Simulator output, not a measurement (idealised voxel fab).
Name of the process module below: voxel transistor to metal
215 nm wide, 5 nm square cells: that's cross-section cut.
This document writes a cross-section as a grid whose cells are square, and gives it as bands, listed from the top down; one or more rows of cells form a band.
The band entry comprises the height of the band's top followed by the height of its bottom, expressed in nm, and subsequently the band's materials from left to right, each stated together with its width in nm. Where a single material is marked with the word "all across", that material fills the band from edge to edge. The word "blank" represents empty space.
Beneath 0, the wafer as received is one material, and that level is where height counting begins. The lowest band goes on downward without a bottom; it is written like "0..down".
Think of "30..40" as a width that walks from the first number to the second as you go down the band, top row to bottom row, taking equal-sized steps from row to row.
"nothing got changed" (step): cross-section cells unchanged, all of them.
Closed void catalog: empty space of 8 cells or more with no open way to the top, each as width x height at its distance from the left edge, in nm
Formally, on a step line, whatever follows the settings is a remark that the simulator itself makes on the step.
overlay nm: for a step with a mask, the amount by which the mask lay right of where it was planned; a negative amount means left of it.

### This section lists the process steps that were planned
1,RECEIVE with material Si
2,OXIDIZE with depth nm 5
3,CONFORMAL_DEP with material SiN, thk nm 10
4,DIRECTIONAL_DEP with material aC, thk nm 10
5,PATTERN with tone cover, mask id ACTIVE, material resist, width nm 120, thk nm 25, overlay nm 0
6,DIRECTIONAL_ETCH with etch materials aC, depth nm 10
7,STRIP with etch materials resist
8,DIRECTIONAL_ETCH with etch materials SiN, depth nm 10
9,DIRECTIONAL_ETCH with etch materials SiO2, depth nm 5
10,DIRECTIONAL_ETCH with etch materials Si, depth nm 25
11,STRIP with etch materials aC
12,FILL_DEP with material SiO2, thk nm 15
13,CMP with height nm 10
14,SELECTIVE_ETCH with etch materials SiO2, depth nm 5
15,STRIP with etch materials SiN
16,SELECTIVE_ETCH with etch materials SiO2, depth nm 5
17,OXIDIZE with depth nm 5
18,DIRECTIONAL_DEP with material polySi, thk nm 20
19,DIRECTIONAL_DEP with material SiCN, thk nm 10
20,MASKED_ETCH with tone cover, mask id GATE, width nm 30, etch materials SiCN, depth nm 20, overlay nm 0
21,MASKED_ETCH with tone cover, mask id GATE, width nm 30, etch materials polySi, depth nm 30, overlay nm 0
22,CONFORMAL_DEP with material SiO2, thk nm 5
23,DIRECTIONAL_ETCH with etch materials SiO2, depth nm 5
24,CONFORMAL_DEP with material SiN, thk nm 5
25,DIRECTIONAL_ETCH with etch materials SiN, depth nm 5
26,DIRECTIONAL_ETCH with etch materials SiO2, depth nm 5
27,EPI with material pSi, thk nm 5
28,FILL_DEP with material SiO2, thk nm 10
29,CMP with height nm 15
30,STRIP with etch materials polySi
31,SELECTIVE_ETCH with etch materials SiO2, depth nm 5
32,CONFORMAL_DEP with material HfO2, thk nm 5
33,CONFORMAL_DEP with material TiN, thk nm 5
34,FILL_DEP with material W, thk nm 10
35,CMP with height nm 10
36,DIRECTIONAL_DEP with material SiO2, thk nm 15
37,MASKED_ETCH with tone open, mask id CONTACT, width nm 20, pitch nm 90, etch materials SiO2, depth nm 30, overlay nm 0
38,CONFORMAL_DEP with material TiN, thk nm 5
39,FILL_DEP with material W, thk nm 10
40,CMP with height nm 25
41,CONFORMAL_DEP with material SiN, thk nm 5
42,DIRECTIONAL_DEP with material SiO2, thk nm 20
43,MASKED_ETCH with tone open, mask id METAL_1, width nm 20, pitch nm 90, etch materials SiO2, depth nm 20, overlay nm 0
44,MASKED_ETCH with tone open, mask id METAL_1, width nm 20, pitch nm 90, etch materials SiN, depth nm 5, overlay nm 0
45,CONFORMAL_DEP with material TiN, thk nm 5
46,FILL_DEP with material Ru, thk nm 5
47,CMP with height nm 50
48,CONFORMAL_DEP with material SiCN, thk nm 5

### Wafer, first of two, run as planned

### Wafer at receipt (post step 1), cross-section
  0..down = Si all across
  Closed void catalog: none

### Presented here is a cross-section of the wafer after step 2 has been performed
  0..-5 = SiO2 all across
  Unchanged below -5.

### Presented here is a cross-section of the wafer after step 3 has been performed
  10..0 = SiN all across
  Unchanged below 0.

### Presented here is a cross-section of the wafer after step 4 has been performed
  20..10 = aC all across
  Unchanged below 10.

### Presented here is a cross-section of the wafer after step 5 has been performed
  45..20 = blank: 45, resist: 120, blank: 50
  Unchanged below 20.

### Presented here is a cross-section of the wafer after step 6 has been performed
  35..20 = blank: 45, resist: 120, blank: 50
  20..10 = blank: 45, aC: 120, blank: 50
  Unchanged below 10.

### Presented here is a cross-section of the wafer after step 7 has been performed
  20..10 = blank: 45, aC: 120, blank: 50
  Unchanged below 10.

### Presented here is a cross-section of the wafer after step 8 has been performed
  20..10 = blank: 45, aC: 120, blank: 50
  10..0 = blank: 45, SiN: 120, blank: 50
  Unchanged below 0.

### Presented here is a cross-section of the wafer after step 9 has been performed
  20..10 = blank: 45, aC: 120, blank: 50
  10..0 = blank: 45, SiN: 120, blank: 50
  0..-5 = blank: 45, SiO2: 120, blank: 50
  Unchanged below -5.

### Presented here is a cross-section of the wafer after step 10 has been performed
  20..10 = blank: 45, aC: 120, blank: 50
  10..0 = blank: 45, SiN: 120, blank: 50
  0..-5 = blank: 45, SiO2: 120, blank: 50
  -5..-30 = blank: 45, Si: 120, blank: 50
  Unchanged below -30.

### Presented here is a cross-section of the wafer after step 11 has been performed
  10..0 = blank: 45, SiN: 120, blank: 50
  Unchanged below 0.

### Presented here is a cross-section of the wafer after step 12 has been performed
  25..10 = SiO2 all across
  10..0 = SiO2: 45, SiN: 120, SiO2: 50
  0..-5 = SiO2 all across
  -5..-30 = SiO2: 45, Si: 120, SiO2: 50
  Unchanged below -30.

### Presented here is a cross-section of the wafer after step 13 has been performed
  10..0 = SiO2: 45, SiN: 120, SiO2: 50
  Unchanged below 0.

### Presented here is a cross-section of the wafer after step 14 has been performed
  10..5 = blank: 45, SiN: 120, blank: 50
  Unchanged below 5.

### Presented here is a cross-section of the wafer after step 15 has been performed
  5..0 = SiO2: 45, blank: 120, SiO2: 50
  Unchanged below 0.

### Presented here is a cross-section of the wafer after step 16 has been performed
  0..-5 = SiO2: 40, blank: 130, SiO2: 45
  Unchanged below -5.

### Presented here is a cross-section of the wafer after step 17 has been performed
  0..-5 = SiO2: 40, blank: 130, SiO2: 45
  -5..-10 = SiO2 all across
  Unchanged below -10.

### Presented here is a cross-section of the wafer after step 18 has been performed
  20..15 = polySi: 40, blank: 130, polySi: 45
  15..0 = polySi all across
  0..-5 = SiO2: 40, polySi: 130, SiO2: 45
  Unchanged below -5.

### Presented here is a cross-section of the wafer after step 19 has been performed
  30..25 = SiCN: 40, blank: 130, SiCN: 45
  25..20 = SiCN all across
  20..15 = polySi: 40, SiCN: 130, polySi: 45
  Unchanged below 15.

### Presented here is a cross-section of the wafer after step 20 has been performed
  25..20 = blank: 90, SiCN: 30, blank: 95
  20..15 = polySi: 40, blank: 50, SiCN: 30, blank: 50, polySi: 45
  Unchanged below 15.

### Presented here is a cross-section of the wafer after step 21 has been performed
  25..15 = blank: 90, SiCN: 30, blank: 95
  15..0 = blank: 90, polySi: 30, blank: 95
  0..-5 = SiO2: 40, blank: 50, polySi: 30, blank: 50, SiO2: 45
  Unchanged below -5.

### Presented here is a cross-section of the wafer after step 22 has been performed
  30..25 = blank: 85, SiO2: 40, blank: 90
  25..15 = blank: 85, SiO2: 5, SiCN: 30, SiO2: 5, blank: 90
  15..5 = blank: 85, SiO2: 5, polySi: 30, SiO2: 5, blank: 90
  5..0 = SiO2: 45, blank: 40, SiO2: 5, polySi: 30, SiO2: 5, blank: 40, SiO2: 50
  0..-5 = SiO2: 90, polySi: 30, SiO2: 95
  Unchanged below -5.

### Presented here is a cross-section of the wafer after step 23 has been performed
  25..15 = blank: 85, SiO2: 5, SiCN: 30, SiO2: 5, blank: 90
  15..0 = blank: 85, SiO2: 5, polySi: 30, SiO2: 5, blank: 90
  0..-5 = SiO2: 45, blank: 40, SiO2: 5, polySi: 30, SiO2: 5, blank: 40, SiO2: 50
  Unchanged below -5.

### Presented here is a cross-section of the wafer after step 24 has been performed
  30..25 = blank: 80, SiN: 50, blank: 85
  25..15 = blank: 80, SiN: 5, SiO2: 5, SiCN: 30, SiO2: 5, SiN: 5, blank: 85
  15..5 = blank: 80, SiN: 5, SiO2: 5, polySi: 30, SiO2: 5, SiN: 5, blank: 85
  5..0 = SiN: 50, blank: 30, SiN: 5, SiO2: 5, polySi: 30, SiO2: 5, SiN: 5, blank: 30, SiN: 55
  0..-5 = SiO2: 45, SiN: 40, SiO2: 5, polySi: 30, SiO2: 5, SiN: 40, SiO2: 50
  Unchanged below -5.

### Presented here is a cross-section of the wafer after step 25 has been performed
  25..15 = blank: 80, SiN: 5, SiO2: 5, SiCN: 30, SiO2: 5, SiN: 5, blank: 85
  15..0 = blank: 80, SiN: 5, SiO2: 5, polySi: 30, SiO2: 5, SiN: 5, blank: 85
  0..-5 = SiO2: 45, SiN: 5, blank: 30, SiN: 5, SiO2: 5, polySi: 30, SiO2: 5, SiN: 5, blank: 30, SiN: 5, SiO2: 50
  Unchanged below -5.

### Presented here is a cross-section of the wafer after step 26 has been performed
  25..20 = blank: 80, SiN: 5, blank: 5, SiCN: 30, blank: 5, SiN: 5, blank: 85
  20..15 = blank: 80, SiN: 5, SiO2: 5, SiCN: 30, SiO2: 5, SiN: 5, blank: 85
  15..0 = blank: 80, SiN: 5, SiO2: 5, polySi: 30, SiO2: 5, SiN: 5, blank: 85
  0..-5 = blank: 45, SiN: 5, blank: 30, SiN: 5, SiO2: 5, polySi: 30, SiO2: 5, SiN: 5, blank: 30, SiN: 5, blank: 50
  -5..-10 = SiO2: 50, blank: 30, SiO2: 50, blank: 30, SiO2: 55
  Unchanged below -10.

### Presented here is a cross-section of the wafer after step 27 has been performed
  25..20 = blank: 80, SiN: 5, blank: 5, SiCN: 30, blank: 5, SiN: 5, blank: 85
  20..15 = blank: 80, SiN: 5, SiO2: 5, SiCN: 30, SiO2: 5, SiN: 5, blank: 85
  15..0 = blank: 80, SiN: 5, SiO2: 5, polySi: 30, SiO2: 5, SiN: 5, blank: 85
  0..-5 = blank: 45, SiN: 5, blank: 30, SiN: 5, SiO2: 5, polySi: 30, SiO2: 5, SiN: 5, blank: 30, SiN: 5, blank: 50
  -5..-10 = SiO2: 50, pSi: 30, SiO2: 50, pSi: 30, SiO2: 55
  Unchanged below -10.

### Presented here is a cross-section of the wafer after step 28 has been performed
  35..25 = SiO2 all across
  25..15 = SiO2: 80, SiN: 5, SiO2: 5, SiCN: 30, SiO2: 5, SiN: 5, SiO2: 85
  15..0 = SiO2: 80, SiN: 5, SiO2: 5, polySi: 30, SiO2: 5, SiN: 5, SiO2: 85
  0..-5 = SiO2: 45, SiN: 5, SiO2: 30, SiN: 5, SiO2: 5, polySi: 30, SiO2: 5, SiN: 5, SiO2: 30, SiN: 5, SiO2: 50
  Unchanged below -5.

### Presented here is a cross-section of the wafer after step 29 has been performed
  15..0 = SiO2: 80, SiN: 5, SiO2: 5, polySi: 30, SiO2: 5, SiN: 5, SiO2: 85
  Unchanged below 0.

### Presented here is a cross-section of the wafer after step 30 has been performed
  15..0 = SiO2: 80, SiN: 5, SiO2: 5, blank: 30, SiO2: 5, SiN: 5, SiO2: 85
  0..-5 = SiO2: 45, SiN: 5, SiO2: 30, SiN: 5, SiO2: 5, blank: 30, SiO2: 5, SiN: 5, SiO2: 30, SiN: 5, SiO2: 50
  Unchanged below -5.

### Presented here is a cross-section of the wafer after step 31 has been performed
  15..10 = blank: 80, SiN: 5, blank: 40, SiN: 5, blank: 85
  10..0 = SiO2: 80, SiN: 5, blank: 40, SiN: 5, SiO2: 85
  0..-5 = SiO2: 45, SiN: 5, SiO2: 30, SiN: 5, blank: 40, SiN: 5, SiO2: 30, SiN: 5, SiO2: 50
  -5..-10 = SiO2: 50, pSi: 30, SiO2: 5, blank: 40, SiO2: 5, pSi: 30, SiO2: 55
  Unchanged below -10.

### Presented here is a cross-section of the wafer after step 32 has been performed
  20..15 = blank: 75, HfO2: 15, blank: 30, HfO2: 15, blank: 80
  15..10 = HfO2: 80, SiN: 5, HfO2: 5, blank: 30, HfO2: 5, SiN: 5, HfO2: 85
  10..0 = SiO2: 80, SiN: 5, HfO2: 5, blank: 30, HfO2: 5, SiN: 5, SiO2: 85
  0..-5 = SiO2: 45, SiN: 5, SiO2: 30, SiN: 5, HfO2: 5, blank: 30, HfO2: 5, SiN: 5, SiO2: 30, SiN: 5, SiO2: 50
  -5..-10 = SiO2: 50, pSi: 30, SiO2: 5, HfO2: 40, SiO2: 5, pSi: 30, SiO2: 55
  Unchanged below -10.

### Presented here is a cross-section of the wafer after step 33 has been performed
  25..20 = blank: 70, TiN: 25, blank: 20, TiN: 25, blank: 75
  20..15 = TiN: 75, HfO2: 15, TiN: 5, blank: 20, TiN: 5, HfO2: 15, TiN: 80
  15..10 = HfO2: 80, SiN: 5, HfO2: 5, TiN: 5, blank: 20, TiN: 5, HfO2: 5, SiN: 5, HfO2: 85
  10..0 = SiO2: 80, SiN: 5, HfO2: 5, TiN: 5, blank: 20, TiN: 5, HfO2: 5, SiN: 5, SiO2: 85
  0..-5 = SiO2: 45, SiN: 5, SiO2: 30, SiN: 5, HfO2: 5, TiN: 30, HfO2: 5, SiN: 5, SiO2: 30, SiN: 5, SiO2: 50
  Unchanged below -5.

### Presented here is a cross-section of the wafer after step 34 has been performed
  35..25 = W all across
  25..20 = W: 70, TiN: 25, W: 20, TiN: 25, W: 75
  20..15 = TiN: 75, HfO2: 15, TiN: 5, W: 20, TiN: 5, HfO2: 15, TiN: 80
  15..10 = HfO2: 80, SiN: 5, HfO2: 5, TiN: 5, W: 20, TiN: 5, HfO2: 5, SiN: 5, HfO2: 85
  10..0 = SiO2: 80, SiN: 5, HfO2: 5, TiN: 5, W: 20, TiN: 5, HfO2: 5, SiN: 5, SiO2: 85
  Unchanged below 0.

### Presented here is a cross-section of the wafer after step 35 has been performed
  10..0 = SiO2: 80, SiN: 5, HfO2: 5, TiN: 5, W: 20, TiN: 5, HfO2: 5, SiN: 5, SiO2: 85
  Unchanged below 0.

### Presented here is a cross-section of the wafer after step 36 has been performed
  25..10 = SiO2 all across
  Unchanged below 10.

### Presented here is a cross-section of the wafer after step 37 has been performed
  25..10 = SiO2: 50, blank: 20, SiO2: 70, blank: 20, SiO2: 55
  10..0 = SiO2: 50, blank: 20, SiO2: 10, SiN: 5, HfO2: 5, TiN: 5, W: 20, TiN: 5, HfO2: 5, SiN: 5, SiO2: 10, blank: 20, SiO2: 55
  0..-5 = SiO2: 45, SiN: 5, blank: 20, SiO2: 10, SiN: 5, HfO2: 5, TiN: 30, HfO2: 5, SiN: 5, SiO2: 10, blank: 20, SiN: 5, SiO2: 50
  Unchanged below -5.

### Presented here is a cross-section of the wafer after step 38 has been performed
  30..25 = TiN: 55, blank: 10, TiN: 80, blank: 10, TiN: 60
  25..10 = SiO2: 50, TiN: 5, blank: 10, TiN: 5, SiO2: 70, TiN: 5, blank: 10, TiN: 5, SiO2: 55
  10..0 = SiO2: 50, TiN: 5, blank: 10, TiN: 5, SiO2: 10, SiN: 5, HfO2: 5, TiN: 5, W: 20, TiN: 5, HfO2: 5, SiN: 5, SiO2: 10, TiN: 5, blank: 10, TiN: 5, SiO2: 55
  0..-5 = SiO2: 45, SiN: 5, TiN: 20, SiO2: 10, SiN: 5, HfO2: 5, TiN: 30, HfO2: 5, SiN: 5, SiO2: 10, TiN: 20, SiN: 5, SiO2: 50
  Unchanged below -5.

### Presented here is a cross-section of the wafer after step 39 has been performed
  40..30 = W all across
  30..25 = TiN: 55, W: 10, TiN: 80, W: 10, TiN: 60
  25..10 = SiO2: 50, TiN: 5, W: 10, TiN: 5, SiO2: 70, TiN: 5, W: 10, TiN: 5, SiO2: 55
  10..0 = SiO2: 50, TiN: 5, W: 10, TiN: 5, SiO2: 10, SiN: 5, HfO2: 5, TiN: 5, W: 20, TiN: 5, HfO2: 5, SiN: 5, SiO2: 10, TiN: 5, W: 10, TiN: 5, SiO2: 55
  Unchanged below 0.

### Presented here is a cross-section of the wafer after step 40 has been performed
  25..10 = SiO2: 50, TiN: 5, W: 10, TiN: 5, SiO2: 70, TiN: 5, W: 10, TiN: 5, SiO2: 55
  Unchanged below 10.

### Presented here is a cross-section of the wafer after step 41 has been performed
  30..25 = SiN all across
  Unchanged below 25.

### Presented here is a cross-section of the wafer after step 42 has been performed
  50..30 = SiO2 all across
  Unchanged below 30.

### Presented here is a cross-section of the wafer after step 43 has been performed
  50..30 = SiO2: 50, blank: 20, SiO2: 70, blank: 20, SiO2: 55
  Unchanged below 30.

### Presented here is a cross-section of the wafer after step 44 has been performed
  50..30 = SiO2: 50, blank: 20, SiO2: 70, blank: 20, SiO2: 55
  30..25 = SiN: 50, blank: 20, SiN: 70, blank: 20, SiN: 55
  Unchanged below 25.

### Presented here is a cross-section of the wafer after step 45 has been performed
  55..50 = TiN: 55, blank: 10, TiN: 80, blank: 10, TiN: 60
  50..30 = SiO2: 50, TiN: 5, blank: 10, TiN: 5, SiO2: 70, TiN: 5, blank: 10, TiN: 5, SiO2: 55
  30..25 = SiN: 50, TiN: 20, SiN: 70, TiN: 20, SiN: 55
  Unchanged below 25.

### Presented here is a cross-section of the wafer after step 46 has been performed
  60..55 = Ru all across
  55..50 = TiN: 55, Ru: 10, TiN: 80, Ru: 10, TiN: 60
  50..30 = SiO2: 50, TiN: 5, Ru: 10, TiN: 5, SiO2: 70, TiN: 5, Ru: 10, TiN: 5, SiO2: 55
  Unchanged below 30.

### Presented here is a cross-section of the wafer after step 47 has been performed
  50..30 = SiO2: 50, TiN: 5, Ru: 10, TiN: 5, SiO2: 70, TiN: 5, Ru: 10, TiN: 5, SiO2: 55
  Unchanged below 30.

### Presented here is a cross-section of the wafer after step 48 has been performed
  55..50 = SiCN all across
  Unchanged below 50.

### second wafer: like start, like plan, one mistake. Through step 34 it matches the first wafer

### Look at the second wafer in cross-section at the time step 35 ought to have finished
  0..-5 = SiO2: 45, SiN: 5, SiO2: 30, SiN: 5, HfO2: 5, TiN: 30, HfO2: 5, SiN: 5, SiO2: 30, SiN: 5, SiO2: 50
  Unchanged below -5.

### Look at the second wafer in cross-section at the time step 36 ought to have finished
  15..0 = SiO2 all across
  Unchanged below 0.

### Look at the second wafer in cross-section at the time step 37 ought to have finished
  15..0 = SiO2: 50, blank: 20, SiO2: 70, blank: 20, SiO2: 55
  0..-5 = SiO2: 45, SiN: 5, blank: 20, SiO2: 10, SiN: 5, HfO2: 5, TiN: 30, HfO2: 5, SiN: 5, SiO2: 10, blank: 20, SiN: 5, SiO2: 50
  Unchanged below -5.

### Look at the second wafer in cross-section at the time step 38 ought to have finished
  20..15 = TiN: 55, blank: 10, TiN: 80, blank: 10, TiN: 60
  15..0 = SiO2: 50, TiN: 5, blank: 10, TiN: 5, SiO2: 70, TiN: 5, blank: 10, TiN: 5, SiO2: 55
  0..-5 = SiO2: 45, SiN: 5, TiN: 20, SiO2: 10, SiN: 5, HfO2: 5, TiN: 30, HfO2: 5, SiN: 5, SiO2: 10, TiN: 20, SiN: 5, SiO2: 50
  Unchanged below -5.

### Look at the second wafer in cross-section at the time step 39 ought to have finished
  30..20 = W all across
  20..15 = TiN: 55, W: 10, TiN: 80, W: 10, TiN: 60
  15..0 = SiO2: 50, TiN: 5, W: 10, TiN: 5, SiO2: 70, TiN: 5, W: 10, TiN: 5, SiO2: 55
  Unchanged below 0.

### Look at the second wafer in cross-section at the time step 40 ought to have finished
  25..20 = W all across
  Unchanged below 20.

### Look at the second wafer in cross-section at the time step 41 ought to have finished
  30..25 = SiN all across
  Unchanged below 25.

### Look at the second wafer in cross-section at the time step 42 ought to have finished
  50..30 = SiO2 all across
  Unchanged below 30.

### Look at the second wafer in cross-section at the time step 43 ought to have finished
  50..30 = SiO2: 50, blank: 20, SiO2: 70, blank: 20, SiO2: 55
  Unchanged below 30.

### Look at the second wafer in cross-section at the time step 44 ought to have finished
  50..30 = SiO2: 50, blank: 20, SiO2: 70, blank: 20, SiO2: 55
  30..25 = SiN: 50, blank: 20, SiN: 70, blank: 20, SiN: 55
  Unchanged below 25.

### Look at the second wafer in cross-section at the time step 45 ought to have finished
  55..50 = TiN: 55, blank: 10, TiN: 80, blank: 10, TiN: 60
  50..30 = SiO2: 50, TiN: 5, blank: 10, TiN: 5, SiO2: 70, TiN: 5, blank: 10, TiN: 5, SiO2: 55
  30..25 = SiN: 50, TiN: 20, SiN: 70, TiN: 20, SiN: 55
  Unchanged below 25.

### Look at the second wafer in cross-section at the time step 46 ought to have finished
  60..55 = Ru all across
  55..50 = TiN: 55, Ru: 10, TiN: 80, Ru: 10, TiN: 60
  50..30 = SiO2: 50, TiN: 5, Ru: 10, TiN: 5, SiO2: 70, TiN: 5, Ru: 10, TiN: 5, SiO2: 55
  Unchanged below 30.

### Look at the second wafer in cross-section at the time step 47 ought to have finished
  50..30 = SiO2: 50, TiN: 5, Ru: 10, TiN: 5, SiO2: 70, TiN: 5, Ru: 10, TiN: 5, SiO2: 55
  Unchanged below 30.

### Look at the second wafer in cross-section at the time step 48 ought to have finished
  55..50 = SiCN all across
  Unchanged below 50.
The plan and the run diverged here: in deviation from the planned setting, step 35 was conducted as CMP with height nm 0
Final tally in cells, some materials are higher or lower on the second wafer than on the first: HfO2 -4, SiN -4, SiO2 -50, TiN +27, W +31
